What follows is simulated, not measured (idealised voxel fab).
The following is a process module called voxel self aligned vias.
Square cell edge 5 nm, section width 225 nm, ID cut.
Square cells in a grid make up a cross-section in this document, and the grid is given as bands, listed from the top down, each one or more rows of cells. Per band: top height and bottom height in nm, followed by the left-to-right materials and their widths in nm; "edge to edge" marks a single material spanning edge to edge, "empty" marks empty space. The reference from which all heights are counted is 0, the level beneath which the as-received wafer is entirely one material; the lowest band, having no lower bound, proceeds downward and is written after the example "0 and below". With a width like "30->40", each row of cells in the band differs from the next by the same amount, the top row carrying the first number and the bottom row the second. The designation "remained unchanged", where it is given for a processing step, indicates that no cell of the cross-section was altered in the course of that step. Empty spaces counting at least 8 cells and having no open way to the top are listed in "Sealed internal voids". The notation width x height at distance is used for each, the distance being from the left edge and all three values in nm. It should be noted that, on the line of a given step, the content following the step's settings is a remark produced by the simulator itself with respect to that step. What "overlay nm" on a step's line means: if the step has a mask, that mask lay this far to the right of its planned place, or, when the value is negative, to the left.

**The steps planned for the process are as follows**
- 1: op RECEIVE | material Si
- 2: op CONFORMAL_DEP | material SiO2 | thk nm 10
- 3: op CONFORMAL_DEP | material SiCN | thk nm 5
- 4: op DIRECTIONAL_DEP | material lowk | thk nm 20
- 5: op PATTERN | tone open | mask id LINES | material resist | width nm 20 | pitch nm 60 | thk nm 15 | overlay nm 0
- 6: op DIRECTIONAL_ETCH | etch materials lowk | depth nm 20
- 7: op STRIP | etch materials resist
- 8: op CONFORMAL_DEP | material TiN | thk nm 5
- 9: op FILL_DEP | material W | thk nm 5
- 10: op CMP | height nm 35
- 11: op SELECTIVE_ETCH | etch materials W Ru TiN | depth nm 5
- 12: op FILL_DEP | material SiN | thk nm 10
- 13: op CMP | height nm 35
- 14: op DIRECTIONAL_DEP | material lowk | thk nm 15
- 15: op DIRECTIONAL_DEP | material aC | thk nm 15
- 16: op PATTERN | tone open | mask id VIAS | material resist | width nm 40 | pitch nm 60 | thk nm 30 | overlay nm 0
- 17: op DIRECTIONAL_ETCH | etch materials aC | depth nm 15
- 18: op STRIP | etch materials resist
- 19: op DIRECTIONAL_ETCH | etch materials lowk | depth nm 15
- 20: op DIRECTIONAL_ETCH | etch materials SiN | depth nm 5
- 21: op STRIP | etch materials aC
- 22: op CONFORMAL_DEP | material TiN | thk nm 5
- 23: op FILL_DEP | material Cu | thk nm 5
- 24: op CMP | height nm 50
- 25: op CONFORMAL_DEP | material SiN | thk nm 5

**Run as planned: first of two wafers**

**This is the cross-section of the wafer as we received it, i.e. after step 1**
  0 and below | Si edge to edge
  Sealed internal voids: none

**Upon completion of step 2, the wafer appears in cross-section as shown**
  10 down to 0 | SiO2 edge to edge
  At heights below 0, the structure remains unaltered.

**Upon completion of step 3, the wafer appears in cross-section as shown**
  15 down to 10 | SiCN edge to edge
  At heights below 10, the structure remains unaltered.

**Upon completion of step 4, the wafer appears in cross-section as shown**
  35 down to 15 | lowk edge to edge
  At heights below 15, the structure remains unaltered.

**Upon completion of step 5, the wafer appears in cross-section as shown**
  50 down to 35 | resist (70) / empty (20) / resist (40) / empty (20) / resist (75)
  At heights below 35, the structure remains unaltered.

**Upon completion of step 6, the wafer appears in cross-section as shown**
  50 down to 35 | resist (70) / empty (20) / resist (40) / empty (20) / resist (75)
  35 down to 15 | lowk (70) / empty (20) / lowk (40) / empty (20) / lowk (75)
  At heights below 15, the structure remains unaltered.

**Upon completion of step 7, the wafer appears in cross-section as shown**
  35 down to 15 | lowk (70) / empty (20) / lowk (40) / empty (20) / lowk (75)
  At heights below 15, the structure remains unaltered.

**Upon completion of step 8, the wafer appears in cross-section as shown**
  40 down to 35 | TiN (75) / empty (10) / TiN (50) / empty (10) / TiN (80)
  35 down to 20 | lowk (70) / TiN (5) / empty (10) / TiN (5) / lowk (40) / TiN (5) / empty (10) / TiN (5) / lowk (75)
  20 down to 15 | lowk (70) / TiN (20) / lowk (40) / TiN (20) / lowk (75)
  At heights below 15, the structure remains unaltered.

**Upon completion of step 9, the wafer appears in cross-section as shown**
  45 down to 40 | W edge to edge
  40 down to 35 | TiN (75) / W (10) / TiN (50) / W (10) / TiN (80)
  35 down to 20 | lowk (70) / TiN (5) / W (10) / TiN (5) / lowk (40) / TiN (5) / W (10) / TiN (5) / lowk (75)
  At heights below 20, the structure remains unaltered.

**Upon completion of step 10, the wafer appears in cross-section as shown**
  35 down to 20 | lowk (70) / TiN (5) / W (10) / TiN (5) / lowk (40) / TiN (5) / W (10) / TiN (5) / lowk (75)
  At heights below 20, the structure remains unaltered.

**Upon completion of step 11, the wafer appears in cross-section as shown**
  35 down to 30 | lowk (70) / empty (20) / lowk (40) / empty (20) / lowk (75)
  At heights below 30, the structure remains unaltered.

**Upon completion of step 12, the wafer appears in cross-section as shown**
  45 down to 35 | SiN edge to edge
  35 down to 30 | lowk (70) / SiN (20) / lowk (40) / SiN (20) / lowk (75)
  At heights below 30, the structure remains unaltered.

**Upon completion of step 13, the wafer appears in cross-section as shown**
  35 down to 30 | lowk (70) / SiN (20) / lowk (40) / SiN (20) / lowk (75)
  At heights below 30, the structure remains unaltered.

**Upon completion of step 14, the wafer appears in cross-section as shown**
  50 down to 35 | lowk edge to edge
  At heights below 35, the structure remains unaltered.

**Upon completion of step 15, the wafer appears in cross-section as shown**
  65 down to 50 | aC edge to edge
  At heights below 50, the structure remains unaltered.

**Upon completion of step 16, the wafer appears in cross-section as shown**
  95 down to 65 | resist (60) / empty (40) / resist (20) / empty (40) / resist (65)
  At heights below 65, the structure remains unaltered.

**Upon completion of step 17, the wafer appears in cross-section as shown**
  80 down to 65 | resist (60) / empty (40) / resist (20) / empty (40) / resist (65)
  65 down to 50 | aC (60) / empty (40) / aC (20) / empty (40) / aC (65)
  At heights below 50, the structure remains unaltered.

**Upon completion of step 18, the wafer appears in cross-section as shown**
  65 down to 50 | aC (60) / empty (40) / aC (20) / empty (40) / aC (65)
  At heights below 50, the structure remains unaltered.

**Upon completion of step 19, the wafer appears in cross-section as shown**
  65 down to 50 | aC (60) / empty (40) / aC (20) / empty (40) / aC (65)
  50 down to 35 | lowk (60) / empty (40) / lowk (20) / empty (40) / lowk (65)
  At heights below 35, the structure remains unaltered.

**Upon completion of step 20, the wafer appears in cross-section as shown**
  65 down to 50 | aC (60) / empty (40) / aC (20) / empty (40) / aC (65)
  50 down to 35 | lowk (60) / empty (40) / lowk (20) / empty (40) / lowk (65)
  35 down to 30 | lowk (70) / empty (20) / lowk (40) / empty (20) / lowk (75)
  At heights below 30, the structure remains unaltered.

**Upon completion of step 21, the wafer appears in cross-section as shown**
  50 down to 35 | lowk (60) / empty (40) / lowk (20) / empty (40) / lowk (65)
  At heights below 35, the structure remains unaltered.

**Upon completion of step 22, the wafer appears in cross-section as shown**
  55 down to 50 | TiN (65) / empty (30) / TiN (30) / empty (30) / TiN (70)
  50 down to 40 | lowk (60) / TiN (5) / empty (30) / TiN (5) / lowk (20) / TiN (5) / empty (30) / TiN (5) / lowk (65)
  40 down to 35 | lowk (60) / TiN (15) / empty (10) / TiN (15) / lowk (20) / TiN (15) / empty (10) / TiN (15) / lowk (65)
  35 down to 30 | lowk (70) / TiN (20) / lowk (40) / TiN (20) / lowk (75)
  At heights below 30, the structure remains unaltered.

**Upon completion of step 23, the wafer appears in cross-section as shown**
  60 down to 55 | Cu edge to edge
  55 down to 50 | TiN (65) / Cu (30) / TiN (30) / Cu (30) / TiN (70)
  50 down to 40 | lowk (60) / TiN (5) / Cu (30) / TiN (5) / lowk (20) / TiN (5) / Cu (30) / TiN (5) / lowk (65)
  40 down to 35 | lowk (60) / TiN (15) / Cu (10) / TiN (15) / lowk (20) / TiN (15) / Cu (10) / TiN (15) / lowk (65)
  At heights below 35, the structure remains unaltered.

**Upon completion of step 24, the wafer appears in cross-section as shown**
  50 down to 40 | lowk (60) / TiN (5) / Cu (30) / TiN (5) / lowk (20) / TiN (5) / Cu (30) / TiN (5) / lowk (65)
  At heights below 40, the structure remains unaltered.

**Upon completion of step 25, the wafer appears in cross-section as shown**
  55 down to 50 | SiN edge to edge
  At heights below 50, the structure remains unaltered.

**Wafer two. Same start, same plan, one slip in execution. Same as wafer one through step 3, inclusive**

**when step 4 should have ended**
  35 down to 15 | TiN edge to edge
  At heights below 15, the structure remains unaltered.

**when step 5 should have ended**
  50 down to 35 | resist (70) / empty (20) / resist (40) / empty (20) / resist (75)
  At heights below 35, the structure remains unaltered.

when step 6 should have ended: remained unchanged

**when step 7 should have ended**
  35 down to 15 | TiN edge to edge
  At heights below 15, the structure remains unaltered.

**when step 8 should have ended**
  40 down to 15 | TiN edge to edge
  At heights below 15, the structure remains unaltered.

**when step 9 should have ended**
  45 down to 40 | W edge to edge
  At heights below 40, the structure remains unaltered.

**when step 10 should have ended**
  35 down to 15 | TiN edge to edge
  At heights below 15, the structure remains unaltered.

**when step 11 should have ended**
  30 down to 15 | TiN edge to edge
  At heights below 15, the structure remains unaltered.

**when step 12 should have ended**
  40 down to 30 | SiN edge to edge
  At heights below 30, the structure remains unaltered.

**when step 13 should have ended**
  35 down to 30 | SiN edge to edge
  At heights below 30, the structure remains unaltered.

**when step 14 should have ended**
  50 down to 35 | lowk edge to edge
  At heights below 35, the structure remains unaltered.

**when step 15 should have ended**
  65 down to 50 | aC edge to edge
  At heights below 50, the structure remains unaltered.

**when step 16 should have ended**
  95 down to 65 | resist (60) / empty (40) / resist (20) / empty (40) / resist (65)
  At heights below 65, the structure remains unaltered.

**when step 17 should have ended**
  80 down to 65 | resist (60) / empty (40) / resist (20) / empty (40) / resist (65)
  65 down to 50 | aC (60) / empty (40) / aC (20) / empty (40) / aC (65)
  At heights below 50, the structure remains unaltered.

**when step 18 should have ended**
  65 down to 50 | aC (60) / empty (40) / aC (20) / empty (40) / aC (65)
  At heights below 50, the structure remains unaltered.

**when step 19 should have ended**
  65 down to 50 | aC (60) / empty (40) / aC (20) / empty (40) / aC (65)
  50 down to 35 | lowk (60) / empty (40) / lowk (20) / empty (40) / lowk (65)
  At heights below 35, the structure remains unaltered.

**when step 20 should have ended**
  65 down to 50 | aC (60) / empty (40) / aC (20) / empty (40) / aC (65)
  50 down to 35 | lowk (60) / empty (40) / lowk (20) / empty (40) / lowk (65)
  35 down to 30 | SiN (60) / empty (40) / SiN (20) / empty (40) / SiN (65)
  At heights below 30, the structure remains unaltered.

**when step 21 should have ended**
  50 down to 35 | lowk (60) / empty (40) / lowk (20) / empty (40) / lowk (65)
  At heights below 35, the structure remains unaltered.

**when step 22 should have ended**
  55 down to 50 | TiN (65) / empty (30) / TiN (30) / empty (30) / TiN (70)
  50 down to 35 | lowk (60) / TiN (5) / empty (30) / TiN (5) / lowk (20) / TiN (5) / empty (30) / TiN (5) / lowk (65)
  35 down to 30 | SiN (60) / TiN (40) / SiN (20) / TiN (40) / SiN (65)
  At heights below 30, the structure remains unaltered.

**when step 23 should have ended**
  60 down to 55 | Cu edge to edge
  55 down to 50 | TiN (65) / Cu (30) / TiN (30) / Cu (30) / TiN (70)
  50 down to 35 | lowk (60) / TiN (5) / Cu (30) / TiN (5) / lowk (20) / TiN (5) / Cu (30) / TiN (5) / lowk (65)
  At heights below 35, the structure remains unaltered.

**when step 24 should have ended**
  50 down to 35 | lowk (60) / TiN (5) / Cu (30) / TiN (5) / lowk (20) / TiN (5) / Cu (30) / TiN (5) / lowk (65)
  At heights below 35, the structure remains unaltered.

**when step 25 should have ended**
  55 down to 50 | SiN edge to edge
  At heights below 50, the structure remains unaltered.
What went wrong in running the wafer? step 4 ran as: op DIRECTIONAL_DEP | material TiN | thk nm 20
Materials where the second wafer ends with more or fewer cells than the first: Cu: 8 more; SiN: 29 more; TiN: 119 more; W: 8 fewer; lowk: 148 fewer
